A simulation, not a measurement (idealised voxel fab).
Process module heading - voxel capacitor over wiring
It is cross-section cut that appears here, measuring 220 nm in width, its square cells being 5 nm in size.
A cross-section is written here as square cells arranged in a grid, and it is given in bands from the top down, each band taking up one or more rows of cells.
Each band's line starts with the height of the band's top and of its bottom, in nm. Then come its materials from left to right, each with its width in nm. One material with "throughout" fills the band from edge to edge. "air" is empty space.
Counting heights begins at 0, where everything beneath is, in the wafer as received, one material. The lowest band has no bottom; it goes on downwards, as "from 0 down" shows.
So if you see something like "30->40" for the width, read it as the top row of the band sitting at the first number and the bottom row at the second, with every row in between moving by the same amount as the last.
Key: "remains unaltered" - step with no changed cell in the cross-section.
Voids not open to the top, 8 cells minimum: see "Unvented internal voids". Written width x height at distance; distance is from the left edge; nm.
The remark found on a step's line after its settings is issued by the simulator itself and pertains to that step.
"overlay nm", when on a step's line for a step with a mask, measures how far to the right of its planned place the mask lay; a negative measure means to the left.

# Steps in the process plan
| 1 | RECEIVE: material Si |
| 2 | CONFORMAL_DEP: material SiO2, thk nm 10 |
| 3 | CONFORMAL_DEP: material SiN, thk nm 5 |
| 4 | DIRECTIONAL_DEP: material SiO2, thk nm 15 |
| 5 | PATTERN: tone open, mask id METAL_1, material resist, width nm 20, pitch nm 90, thk nm 20, overlay nm 0 |
| 6 | DIRECTIONAL_ETCH: etch materials SiO2, depth nm 15 |
| 7 | DIRECTIONAL_ETCH: etch materials SiN, depth nm 5 |
| 8 | STRIP: etch materials resist |
| 9 | CONFORMAL_DEP: material TiN, thk nm 5 |
| 10 | FILL_DEP: material Ru, thk nm 5 |
| 11 | CMP: height nm 30 |
| 12 | EPI: material Ru, thk nm 5 |
| 13 | FILL_DEP: material SiCN, thk nm 5 |
| 14 | DIRECTIONAL_DEP: material lowk, thk nm 20 |
| 15 | MASKED_ETCH: tone open, mask id PLUG_1, width nm 15, etch materials lowk, depth nm 20, overlay nm 0 |
| 16 | MASKED_ETCH: tone open, mask id PLUG_1, width nm 15, etch materials SiCN, depth nm 5, overlay nm 0 |
| 17 | CONFORMAL_DEP: material TiN, thk nm 5 |
| 18 | FILL_DEP: material Cu, thk nm 10 |
| 19 | CMP: height nm 60 |
| 20 | DIRECTIONAL_DEP: material TiN, thk nm 10 |
| 21 | DIRECTIONAL_DEP: material SiN, thk nm 5 |
| 22 | DIRECTIONAL_DEP: material TiN, thk nm 5 |
| 23 | PATTERN: tone cover, mask id UPPER_PLATE, material resist, width nm 75, thk nm 15, overlay nm 0 |
| 24 | DIRECTIONAL_ETCH: etch materials TiN, depth nm 5 |
| 25 | DIRECTIONAL_ETCH: etch materials SiN, depth nm 5 |
| 26 | STRIP: etch materials resist |
| 27 | DIRECTIONAL_DEP: material aC, thk nm 10 |
| 28 | PATTERN: tone cover, mask id LOWER_PLATE, material resist, width nm 85, thk nm 25, overlay nm 0 |
| 29 | DIRECTIONAL_ETCH: etch materials aC, depth nm 10 |
| 30 | STRIP: etch materials resist |
| 31 | DIRECTIONAL_ETCH: etch materials TiN, depth nm 10 |
| 32 | STRIP: etch materials aC |
| 33 | FILL_DEP: material SiO2, thk nm 20 |
| 34 | CMP: height nm 95 |
| 35 | PATTERN: tone open, mask id PLUG_2, material resist, width nm 15, thk nm 15, overlay nm 0 |
| 36 | DIRECTIONAL_ETCH: etch materials SiO2, depth nm 15 |
| 37 | STRIP: etch materials resist |
| 38 | CONFORMAL_DEP: material TiN, thk nm 5 |
| 39 | FILL_DEP: material Cu, thk nm 10 |
| 40 | CMP: height nm 95 |
| 41 | CONFORMAL_DEP: material SiN, thk nm 5 |

# Incoming wafer in cross-section (state: after step 1)
> from 0 down: Si throughout
> Unvented internal voids: none

# Cross-section taken at module completion on the first of two wafers; processed per the plan
> from 100 to 95: SiN throughout
> from 95 to 85: SiO2 70 nm  TiN 5 nm  Cu 5 nm  TiN 5 nm  SiO2 135 nm
> from 85 to 75: SiO2 70->60 nm  TiN 15->75 nm  SiO2 135->85 nm
> from 75 to 70: SiO2 60 nm  SiN 75 nm  SiO2 85 nm
> from 70 to 60: SiO2 55 nm  TiN 85 nm  SiO2 80 nm
> from 60 to 40: lowk 60 nm  TiN 5 nm  Cu 5 nm  TiN 5 nm  lowk 145 nm
> from 40 to 35: SiCN 60 nm  TiN 15 nm  SiCN 145 nm
> from 35 to 30: SiCN 50 nm  Ru 30 nm  SiCN 60 nm  Ru 30 nm  SiCN 50 nm
> from 30 to 15: SiO2 55 nm  TiN 5 nm  Ru 10 nm  TiN 5 nm  SiO2 70 nm  TiN 5 nm  Ru 10 nm  TiN 5 nm  SiO2 55 nm
> from 15 to 10: SiN 55 nm  TiN 20 nm  SiN 70 nm  TiN 20 nm  SiN 55 nm
> from 10 to 0: SiO2 throughout
> from 0 down: Si throughout
> Unvented internal voids: none

# Cross-section of the latter of the two wafers at module completion. It had an identical start and an identical plan to the former; in running it, one mistake was made
> from 100 to 95: SiN throughout
> from 95 to 85: SiO2 70 nm  TiN 5 nm  Cu 5 nm  TiN 5 nm  SiO2 135 nm
> from 85 to 75: SiO2 70->65 nm  TiN 15->65 nm  SiO2 135->90 nm
> from 75 to 70: SiO2 65 nm  SiN 65 nm  SiO2 90 nm
> from 70 to 60: SiO2 55 nm  TiN 85 nm  SiO2 80 nm
> from 60 to 40: lowk 60 nm  TiN 5 nm  Cu 5 nm  TiN 5 nm  lowk 145 nm
> from 40 to 35: SiCN 60 nm  TiN 15 nm  SiCN 145 nm
> from 35 to 30: SiCN 50 nm  Ru 30 nm  SiCN 60 nm  Ru 30 nm  SiCN 50 nm
> from 30 to 15: SiO2 55 nm  TiN 5 nm  Ru 10 nm  TiN 5 nm  SiO2 70 nm  TiN 5 nm  Ru 10 nm  TiN 5 nm  SiO2 55 nm
> from 15 to 10: SiN 55 nm  TiN 20 nm  SiN 70 nm  TiN 20 nm  SiN 55 nm
> from 10 to 0: SiO2 throughout
> from 0 down: Si throughout
> Unvented internal voids: none
Processing error: step 23: run off-plan, actual operation and settings PATTERN: tone cover, mask id UPPER_PLATE, material resist, width nm 65, thk nm 15, overlay nm 0
Final difference in cells, second wafer against first, listed per material as more or fewer: -2 SiN | +4 SiO2 | -2 TiN
